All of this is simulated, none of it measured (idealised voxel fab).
The process module that follows is named voxel self aligned vias.
The width of the displayed cross-section, cut, is 250 nm; its cells are square, with a size of 5 nm.
Cross-section format: a grid of square cells, given as bands from top to bottom; each band is one or more rows of cells.
The band entry comprises the height of the band's top followed by the height of its bottom, expressed in nm, and subsequently the band's materials from left to right, each stated together with its width in nm. Where a single material is marked with the word "edge to edge", that material fills the band from edge to edge. The word "empty" represents empty space.
The level at which height equals 0 is the one under which the wafer, as it arrives, is entirely one material. No lower edge exists for the bottom band, which continues downward and is notated as in "0..down".
It should be noted that a width expressed as "30..40" varies in equal increments from row to row of cells within the band, taking the value of the first number at the top row and that of the second number at the bottom row.
"everything unchanged" for a step: no cell of the cross-section changed in that step.
Heads up: "Sealed void listing" only lists the empty pockets with no open path to the top that are 8 cells or more, and it writes them as width x height at distance, distance from the left edge, in nm.
Post-settings text on a step line: simulator's own remark regarding the step.
On any step carrying a mask, the "overlay nm" setting, if present on the step's line, tells how far right of its planned place the mask lay; negative values point to the left.
Below is the list of planned process steps:
| 1 | op RECEIVE | material Si |
| 2 | op CONFORMAL_DEP | material SiO2 | thk nm 15 |
| 3 | op CONFORMAL_DEP | material SiCN | thk nm 5 |
| 4 | op DIRECTIONAL_DEP | material lowk | thk nm 25 |
| 5 | op PATTERN | tone open | mask id LINES | material resist | width nm 20 | pitch nm 55 | thk nm 20 | overlay nm 0 |
| 6 | op DIRECTIONAL_ETCH | etch materials lowk | depth nm 25 |
| 7 | op STRIP | etch materials resist |
| 8 | op CONFORMAL_DEP | material TiN | thk nm 5 |
| 9 | op FILL_DEP | material W | thk nm 5 |
| 10 | op CMP | height nm 45 |
| 11 | op SELECTIVE_ETCH | etch materials W Ru TiN | depth nm 5 |
| 12 | op FILL_DEP | material SiN | thk nm 10 |
| 13 | op CMP | height nm 45 |
| 14 | op DIRECTIONAL_DEP | material lowk | thk nm 20 |
| 15 | op DIRECTIONAL_DEP | material aC | thk nm 10 |
| 16 | op PATTERN | tone open | mask id VIAS | material resist | width nm 40 | pitch nm 55 | thk nm 25 | overlay nm 0 |
| 17 | op DIRECTIONAL_ETCH | etch materials aC | depth nm 10 |
| 18 | op STRIP | etch materials resist |
| 19 | op DIRECTIONAL_ETCH | etch materials lowk | depth nm 20 |
| 20 | op DIRECTIONAL_ETCH | etch materials SiN | depth nm 5 |
| 21 | op STRIP | etch materials aC |
| 22 | op CONFORMAL_DEP | material TiN | thk nm 5 |
| 23 | op FILL_DEP | material Ru | thk nm 10 |
| 24 | op CMP | height nm 65 |
| 25 | op CONFORMAL_DEP | material SiCN | thk nm 5 |
as received, after step 1:
- 0..down  Si edge to edge
- Sealed void listing: none
First of two wafers at the end of the module, shown in cross-section; run carried out as planned:
- 70..65  SiCN edge to edge
- 65..50  50 lowk  5 TiN  30 Ru  5 TiN  15 lowk  5 TiN  30 Ru  5 TiN  15 lowk  5 TiN  30 Ru  5 TiN  50 lowk
- 50..45  50 lowk  15 TiN  10 Ru  15 TiN  15 lowk  15 TiN  10 Ru  15 TiN  15 lowk  15 TiN  10 Ru  15 TiN  50 lowk
- 45..40  60 lowk  20 TiN  35 lowk  20 TiN  35 lowk  20 TiN  60 lowk
- 40..25  60 lowk  5 TiN  10 W  5 TiN  35 lowk  5 TiN  10 W  5 TiN  35 lowk  5 TiN  10 W  5 TiN  60 lowk
- 25..20  60 lowk  20 TiN  35 lowk  20 TiN  35 lowk  20 TiN  60 lowk
- 20..15  SiCN edge to edge
- 15..0  SiO2 edge to edge
- 0..down  Si edge to edge
- Sealed void listing: none
Here is the second of the two wafers cut open at the end of the module - same start, same plan as the first one, but we made one mistake running it:
- 70..65  SiCN edge to edge
- 65..50  50 lowk  5 TiN  30 Ru  5 TiN  15 lowk  5 TiN  30 Ru  5 TiN  15 lowk  5 TiN  30 Ru  5 TiN  50 lowk
- 50..45  50 lowk  40 TiN  15 lowk  40 TiN  15 lowk  40 TiN  50 lowk
- 45..40  SiCN edge to edge
- 40..15  lowk edge to edge
- 15..0  SiO2 edge to edge
- 0..down  Si edge to edge
- Sealed void listing: none
Want to know what went wrong? steps 3 and 4 got flipped, so each one ran where the other should have
Wafer comparison, final, in cells, second relative to first, materials more or fewer: 6 fewer of Ru; 36 fewer of TiN; 18 fewer of W; 60 more of lowk
